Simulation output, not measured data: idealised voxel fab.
Process module under the name voxel trench capacitor
Xsec cut, 295 nm wide, square cell size 5 nm.
Bands, listed from the top down, are how a cross-section gets written in this document; the cross-section itself is a grid of square cells, and a band is one or more rows of them. For a band, the entry starts with two heights in nm, that of the top and then that of the bottom, and carries on with the band's materials in order from left to right, each alongside its width in nm; the word "all across" beside a single material means it fills the band edge to edge, and "air" means empty space. Height datum 0, below which the as-received substrate wafer is one material. Lowest band open at the bottom, running downward: "0 nm and below". Width spec "30 to 40" -> top row of cells at first value, bottom row at second value, equal per-row change in between. A step reported as "nothing different" is a step in which no cell of the cross-section changed. Entry "Fully sealed voids". Content: empty spaces with no open connection to the top, size 8 cells or greater. Each: width x height at distance. Distance: from left edge. Unit: nm. The remark found on a step's line after its settings is issued by the simulator itself and pertains to that step. overlay nm: mask offset rightward from planned place, masked step; negative means leftward offset.

[List of planned process steps]
1) RECEIVE | material Si
2) CONFORMAL_DEP | material SiN | thk nm 10
3) DIRECTIONAL_DEP | material aC | thk nm 10
4) PATTERN | tone open | mask id TRENCH | material resist | width nm 25 | pitch nm 45 | thk nm 30 | overlay nm 0
5) DIRECTIONAL_ETCH | etch materials aC | depth nm 10
6) STRIP | etch materials resist
7) DIRECTIONAL_ETCH | etch materials SiN | depth nm 10
8) DIRECTIONAL_ETCH | etch materials Si | depth nm 30
9) STRIP | etch materials aC
10) CONFORMAL_DEP | material Al2O3 | thk nm 5
11) FILL_DEP | material polySi | thk nm 5
12) CMP | height nm 10

[Shown in cross-section is the wafer as received, that is, as it stands after step 1]
  0 nm and below | Si all across
  Fully sealed voids: none

[The first of two wafers, cross-sectioned at the end of the module, with the run proceeding as planned]
  10 nm to 0 nm | 65 nm SiN | 5 nm Al2O3 | 15 nm polySi | 5 nm Al2O3 | 20 nm SiN | 5 nm Al2O3 | 15 nm polySi | 5 nm Al2O3 | 20 nm SiN | 5 nm Al2O3 | 15 nm polySi | 5 nm Al2O3 | 20 nm SiN | 5 nm Al2O3 | 15 nm polySi | 5 nm Al2O3 | 70 nm SiN
  0 nm to -25 nm | 65 nm Si | 5 nm Al2O3 | 15 nm polySi | 5 nm Al2O3 | 20 nm Si | 5 nm Al2O3 | 15 nm polySi | 5 nm Al2O3 | 20 nm Si | 5 nm Al2O3 | 15 nm polySi | 5 nm Al2O3 | 20 nm Si | 5 nm Al2O3 | 15 nm polySi | 5 nm Al2O3 | 70 nm Si
  -25 nm to -30 nm | 65 nm Si | 25 nm Al2O3 | 20 nm Si | 25 nm Al2O3 | 20 nm Si | 25 nm Al2O3 | 20 nm Si | 25 nm Al2O3 | 70 nm Si
  -30 nm and below | Si all across
  Fully sealed voids: none

[What the second wafer looks like in cross-section once the module is done. Its start and its plan matched the first wafer's exactly; what differed was one mistake in how it was run]
  10 nm to 0 nm | 65 nm SiN | 5 nm Al2O3 | 15 nm polySi | 5 nm Al2O3 | 20 nm SiN | 5 nm Al2O3 | 15 nm polySi | 5 nm Al2O3 | 20 nm SiN | 5 nm Al2O3 | 15 nm polySi | 5 nm Al2O3 | 20 nm SiN | 5 nm Al2O3 | 15 nm polySi | 5 nm Al2O3 | 70 nm SiN
  0 nm to -55 nm | 65 nm Si | 5 nm Al2O3 | 15 nm polySi | 5 nm Al2O3 | 20 nm Si | 5 nm Al2O3 | 15 nm polySi | 5 nm Al2O3 | 20 nm Si | 5 nm Al2O3 | 15 nm polySi | 5 nm Al2O3 | 20 nm Si | 5 nm Al2O3 | 15 nm polySi | 5 nm Al2O3 | 70 nm Si
  -55 nm to -60 nm | 65 nm Si | 25 nm Al2O3 | 20 nm Si | 25 nm Al2O3 | 20 nm Si | 25 nm Al2O3 | 20 nm Si | 25 nm Al2O3 | 70 nm Si
  -60 nm and below | Si all across
  Fully sealed voids: none
What went wrong in running the wafer? step 8 of the plan saw execution twice
Once processing is complete, comparing cell counts shows that the second wafer has more or fewer of certain materials than the first: Al2O3: 48 more, Si: 120 fewer, polySi: 72 more
